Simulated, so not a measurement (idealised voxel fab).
Title: Process Module voxel capacitor over wiring
We display cut, a cross-section 200 nm in width whose square cells are each 5 nm.
Think of the cross-section as a grid of square cells. We describe it in bands, top to bottom, and each band covers one or more rows of those cells. Heads up on the band format: heights come first, top then bottom, in nm. After that it's the materials left to right, each with its width in nm. A single material flagged "throughout" fills the whole band edge to edge, and "blank" means there's empty space there. A quick word on heights: they are counted from 0, and under that level the wafer as it came to us is one material throughout. The lowest band is different from the rest in having no bottom; it simply continues downward, written as in "0..down". A two-number width, for instance "30->40", indicates that the width is equal to the first number in the top row of the band and to the second number in the bottom row, and that it changes by a constant amount per row of cells. "nothing got changed" for a step: no cell of the cross-section changed in that step. Basically, "Closed void catalog" tells you about the enclosed voids: empty spaces with no open way to the top, 8 cells or bigger, each written width x height at distance, where distance is from the left edge, all in nm. If you see something after the settings on a step's line, that's the simulator's own remark about that step. On any step carrying a mask, the "overlay nm" setting, if present on the step's line, tells how far right of its planned place the mask lay; negative values point to the left.
# The planned process steps are enumerated hereunder
| 1 | op RECEIVE | material Si |
| 2 | op CONFORMAL_DEP | material SiO2 | thk nm 15 |
| 3 | op DIRECTIONAL_DEP | material TiN | thk nm 5 |
| 4 | op DIRECTIONAL_DEP | material W | thk nm 20 |
| 5 | op PATTERN | tone cover | mask id METAL_1 | material resist | width nm 20 | pitch nm 80 | thk nm 15 | overlay nm 0 |
| 6 | op DIRECTIONAL_ETCH | etch materials W | depth nm 20 |
| 7 | op DIRECTIONAL_ETCH | etch materials TiN | depth nm 5 |
| 8 | op STRIP | etch materials resist |
| 9 | op CONFORMAL_DEP | material SiN | thk nm 5 |
| 10 | op FILL_DEP | material lowk | thk nm 10 |
| 11 | op CMP | height nm 40 |
| 12 | op CONFORMAL_DEP | material SiCN | thk nm 5 |
| 13 | op DIRECTIONAL_DEP | material SiO2 | thk nm 20 |
| 14 | op MASKED_ETCH | tone open | mask id PLUG_1 | width nm 15 | etch materials SiO2 | depth nm 20 | overlay nm 0 |
| 15 | op MASKED_ETCH | tone open | mask id PLUG_1 | width nm 15 | etch materials SiCN | depth nm 5 | overlay nm 0 |
| 16 | op CONFORMAL_DEP | material TiN | thk nm 5 |
| 17 | op FILL_DEP | material W | thk nm 10 |
| 18 | op CMP | height nm 65 |
| 19 | op DIRECTIONAL_DEP | material TiN | thk nm 5 |
| 20 | op DIRECTIONAL_DEP | material Al2O3 | thk nm 5 |
| 21 | op DIRECTIONAL_DEP | material TiN | thk nm 10 |
| 22 | op MASKED_ETCH | tone cover | mask id UPPER_PLATE | width nm 65 | etch materials TiN | depth nm 10 | overlay nm 0 |
| 23 | op MASKED_ETCH | tone cover | mask id UPPER_PLATE | width nm 65 | etch materials Al2O3 | depth nm 5 | overlay nm 0 |
| 24 | op DIRECTIONAL_DEP | material aC | thk nm 15 |
| 25 | op PATTERN | tone cover | mask id LOWER_PLATE | material resist | width nm 75 | thk nm 35 | overlay nm 0 |
| 26 | op DIRECTIONAL_ETCH | etch materials aC | depth nm 15 |
| 27 | op STRIP | etch materials resist |
| 28 | op DIRECTIONAL_ETCH | etch materials TiN | depth nm 5 |
| 29 | op STRIP | etch materials aC |
| 30 | op FILL_DEP | material SiO2 | thk nm 15 |
| 31 | op CMP | height nm 95 |
| 32 | op MASKED_ETCH | tone open | mask id PLUG_2 | width nm 15 | etch materials SiO2 | depth nm 10 | overlay nm 0 |
| 33 | op CONFORMAL_DEP | material TiN | thk nm 5 |
| 34 | op FILL_DEP | material W | thk nm 5 |
| 35 | op CMP | height nm 95 |
| 36 | op CONFORMAL_DEP | material SiN | thk nm 5 |
# Cross-section of the incoming wafer, state after step 1
  0..down  Si throughout
  Closed void catalog: none
# First of two wafers at the end of the module, shown in cross-section; run carried out as planned
  100..95  SiN throughout
  95..90  SiO2 65 nm  TiN 5 nm  W 5 nm  TiN 5 nm  SiO2 120 nm
  90..85  SiO2 65 nm  TiN 15 nm  SiO2 120 nm
  85..75  SiO2 55 nm  TiN 65 nm  SiO2 80 nm
  75..70  SiO2 55 nm  Al2O3 65 nm  SiO2 80 nm
  70..65  SiO2 50 nm  TiN 75 nm  SiO2 75 nm
  65..45  SiO2 55 nm  TiN 5 nm  W 5 nm  TiN 5 nm  SiO2 130 nm
  45..40  SiCN 55 nm  TiN 15 nm  SiCN 130 nm
  40..20  lowk 45 nm  SiN 5 nm  W 20 nm  SiN 5 nm  lowk 50 nm  SiN 5 nm  W 20 nm  SiN 5 nm  lowk 45 nm
  20..15  SiN 50 nm  TiN 20 nm  SiN 60 nm  TiN 20 nm  SiN 50 nm
  15..0  SiO2 throughout
  0..down  Si throughout
  Closed void catalog: none
# Cross-sectional view: second of two wafers, end of module; start and plan identical to the first, one mistake in running
  100..95  SiN throughout
  95..90  SiO2 65 nm  TiN 5 nm  W 5 nm  TiN 5 nm  SiO2 120 nm
  90..85  SiO2 65 nm  TiN 15 nm  SiO2 120 nm
  85..75  SiO2 55 nm  TiN 65 nm  SiO2 80 nm
  75..70  SiO2 55 nm  Al2O3 65 nm  SiO2 80 nm
  70..65  SiO2 50 nm  TiN 75 nm  SiO2 75 nm
  65..60  SiCN 55 nm  TiN 15 nm  SiCN 130 nm
  60..40  SiO2 throughout
  40..20  lowk 45 nm  SiN 5 nm  W 20 nm  SiN 5 nm  lowk 50 nm  SiN 5 nm  W 20 nm  SiN 5 nm  lowk 45 nm
  20..15  SiN 50 nm  TiN 20 nm  SiN 60 nm  TiN 20 nm  SiN 50 nm
  15..0  SiO2 throughout
  0..down  Si throughout
  Closed void catalog: none
what went wrong: deviation from plan: step 13 and step 12 executed in one another's positions
FYI, end of process, the second wafer has more or fewer cells of some materials than the first: +12 SiO2 | -8 TiN | -4 W
